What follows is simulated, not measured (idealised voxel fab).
Process module, titled voxel self aligned contacts
Pictured: cross-section cut, 280 nm wide, on a grid of 5 nm square cells.
Cross-section, as written here: a square-cell grid given band by band from the top down, where a band holds one or more rows of cells. The band entry comprises the height of the band's top followed by the height of its bottom, expressed in nm, and subsequently the band's materials from left to right, each stated together with its width in nm. Where a single material is marked with the word "edge to edge", that material fills the band from edge to edge. The word "air" represents empty space. Where do heights start? At 0: under that level the wafer as delivered is made of one material only. And the lowest band has no floor; it just carries on downward, as in "z 0 and below". Quick explanation for "30->40": the width changes in equal steps down the rows of cells, from the first number in the band's top row to the second number in its bottom row. Basically "remains unaltered" means that step didn't change any cell in the cross-section. Empty spaces without an open route to the top, at least 8 cells in extent, make up the entry "Entrapped voids"; each is given as width x height at distance, where the distance is measured from the left edge, and all are in nm. If you see something after the settings on a step's line, that's the simulator's own remark about that step. On any step carrying a mask, the "overlay nm" setting, if present on the step's line, tells how far right of its planned place the mask lay; negative values point to the left.
### Here's what the planned process steps look like
step 1: RECEIVE, material Si
step 2: CONFORMAL_DEP, material SiO2, thk nm 5
step 3: DIRECTIONAL_DEP, material polySi, thk nm 30
step 4: DIRECTIONAL_DEP, material SiN, thk nm 15
step 5: DIRECTIONAL_DEP, material aC, thk nm 10
step 6: PATTERN, tone cover, mask id GATE, material resist, width nm 30, pitch nm 60, thk nm 25, overlay nm 0
step 7: DIRECTIONAL_ETCH, etch materials aC, depth nm 10
step 8: STRIP, etch materials resist
step 9: DIRECTIONAL_ETCH, etch materials SiN, depth nm 15
step 10: DIRECTIONAL_ETCH, etch materials polySi, depth nm 30
step 11: STRIP, etch materials aC
step 12: CONFORMAL_DEP, material SiN, thk nm 5
step 13: DIRECTIONAL_ETCH, etch materials SiN, depth nm 5
step 14: FILL_DEP, material SiO2, thk nm 15
step 15: CMP, height nm 60
step 16: MASKED_ETCH, tone open, mask id CONTACT, width nm 40, etch materials SiO2, depth nm 60, overlay nm 0
step 17: CONFORMAL_DEP, material TiN, thk nm 5
step 18: FILL_DEP, material W, thk nm 10
step 19: CMP, height nm 60
step 20: CONFORMAL_DEP, material SiCN, thk nm 5
### Wafer at receipt (post step 1), cross-section
	z 0 and below: Si edge to edge
	Entrapped voids: none
### Wafer at module end, in section. Began as above, planned as above, run with one mistake
	z 65 to 60: SiCN edge to edge
	z 60 to 55: SiO2 (120) / TiN (5) / W (30) / TiN (5) / SiO2 (120)
	z 55 to 50: SiO2 (120) / TiN (40) / SiO2 (120)
	z 50 to 35: SiO2 (85) / SiN (50) / TiN (10) / SiN (50) / SiO2 (85)
	z 35 to 5: SiO2 (85) / SiN (5) / polySi (40) / SiN (5) / TiN (10) / SiN (5) / polySi (40) / SiN (5) / SiO2 (85)
	z 5 to 0: SiO2 (135) / TiN (10) / SiO2 (135)
	z 0 and below: Si edge to edge
	Entrapped voids: none
The plan and the run diverged here: so step 6 ended up running with a different setting than we planned, it ran as PATTERN, tone cover, mask id GATE, material resist, width nm 40, pitch nm 60, thk nm 25, overlay nm 0
